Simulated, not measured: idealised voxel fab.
Process module name: voxel self aligned vias
The cross-section on display is named cut; it measures 265 nm wide, and its cells are 5 nm squares.
The cross-sections in this document take the form of a grid made of square cells. They are written out as bands, in order from top to bottom. Each band consists of one or more rows of cells. Top height, bottom height, nm. Materials left to right, width each, nm. Single material + "edge to edge" = fills band edge to edge. "blank" = empty. We count height from 0. Below that, the starting wafer is all one material. The lowest band never ends at the bottom but goes on down; see "z 0 and below" for how that is written. A width such as "30->40" changes by the same amount from each row of cells to the next, from the band's top row to its bottom row. Any step labelled "left unchanged" changed none of the cells in the cross-section. Empty spaces without an open route to the top, at least 8 cells in extent, make up the entry "Fully closed voids"; each is given as width x height at distance, where the distance is measured from the left edge, and all are in nm. Text after the settings on a step's line: the simulator's own remark on that step. On any step carrying a mask, the "overlay nm" setting, if present on the step's line, tells how far right of its planned place the mask lay; negative values point to the left.

Process steps - plan
1: RECEIVE, material Si
2: CONFORMAL_DEP, material SiO2, thk nm 15
3: CONFORMAL_DEP, material SiCN, thk nm 5
4: DIRECTIONAL_DEP, material lowk, thk nm 25
5: DIRECTIONAL_DEP, material aC, thk nm 15
6: PATTERN, tone open, mask id LINES, material resist, width nm 20, pitch nm 60, thk nm 35, overlay nm 0
7: DIRECTIONAL_ETCH, etch materials aC, depth nm 15
8: STRIP, etch materials resist
9: DIRECTIONAL_ETCH, etch materials lowk, depth nm 25
10: STRIP, etch materials aC
11: CONFORMAL_DEP, material TiN, thk nm 5
12: FILL_DEP, material W, thk nm 5
13: CMP, height nm 45
14: SELECTIVE_ETCH, etch materials W Ru TiN, depth nm 10
15: FILL_DEP, material SiN, thk nm 10
16: CMP, height nm 45
17: DIRECTIONAL_DEP, material lowk, thk nm 15
18: DIRECTIONAL_DEP, material aC, thk nm 15
19: PATTERN, tone open, mask id VIAS, material resist, width nm 30, pitch nm 60, thk nm 35, overlay nm 0
20: DIRECTIONAL_ETCH, etch materials aC, depth nm 15
21: STRIP, etch materials resist
22: DIRECTIONAL_ETCH, etch materials lowk, depth nm 15
23: DIRECTIONAL_ETCH, etch materials SiN, depth nm 10
24: STRIP, etch materials aC
25: CONFORMAL_DEP, material TiN, thk nm 5
26: FILL_DEP, material W, thk nm 10
27: CMP, height nm 60
28: CONFORMAL_DEP, material SiN, thk nm 5

Wafer cross-section on receipt, i.e. after step 1
- z 0 and below  Si edge to edge
- Fully closed voids: none

Cross-sectional view of the first of the two wafers upon completion of the module, processed in accordance with the plan
- z 65 to 60  SiN edge to edge
- z 60 to 50  lowk 55; TiN 5; W 20; TiN 5; lowk 30; TiN 5; W 20; TiN 5; lowk 30; TiN 5; W 20; TiN 5; lowk 60
- z 50 to 40  lowk 55->60; TiN 10->5; W 10; TiN 10->5; lowk 30->40; TiN 10->5; W 10; TiN 10->5; lowk 30->40; TiN 10->5; W 10; TiN 10->5; lowk 60->65
- z 40 to 35  lowk 60; TiN 20; lowk 40; TiN 20; lowk 40; TiN 20; lowk 65
- z 35 to 25  lowk 60; TiN 5; W 10; TiN 5; lowk 40; TiN 5; W 10; TiN 5; lowk 40; TiN 5; W 10; TiN 5; lowk 65
- z 25 to 20  lowk 60; TiN 20; lowk 40; TiN 20; lowk 40; TiN 20; lowk 65
- z 20 to 15  SiCN edge to edge
- z 15 to 0  SiO2 edge to edge
- z 0 and below  Si edge to edge
- Fully closed voids: none

This cross-section belongs to the second wafer of two at the end of the module; the start and the plan were shared with the first, and the run included one mistake
- z 65 to 60  SiN edge to edge
- z 60 to 50  lowk 55; TiN 5; W 20; TiN 5; lowk 30; TiN 5; W 20; TiN 5; lowk 30; TiN 5; W 20; TiN 5; lowk 60
- z 50 to 45  lowk 55; TiN 30; lowk 30; TiN 30; lowk 30; TiN 30; lowk 60
- z 45 to 40  SiCN edge to edge
- z 40 to 15  lowk edge to edge
- z 15 to 0  SiO2 edge to edge
- z 0 and below  Si edge to edge
- Fully closed voids: none
In executing the process, a mistake was made relative to the plan: swap of plan steps 3 and 4 during execution
Per the end-of-run cell counts, the second wafer holds more or fewer of some materials than the first: -36 TiN; -24 W; +60 lowk
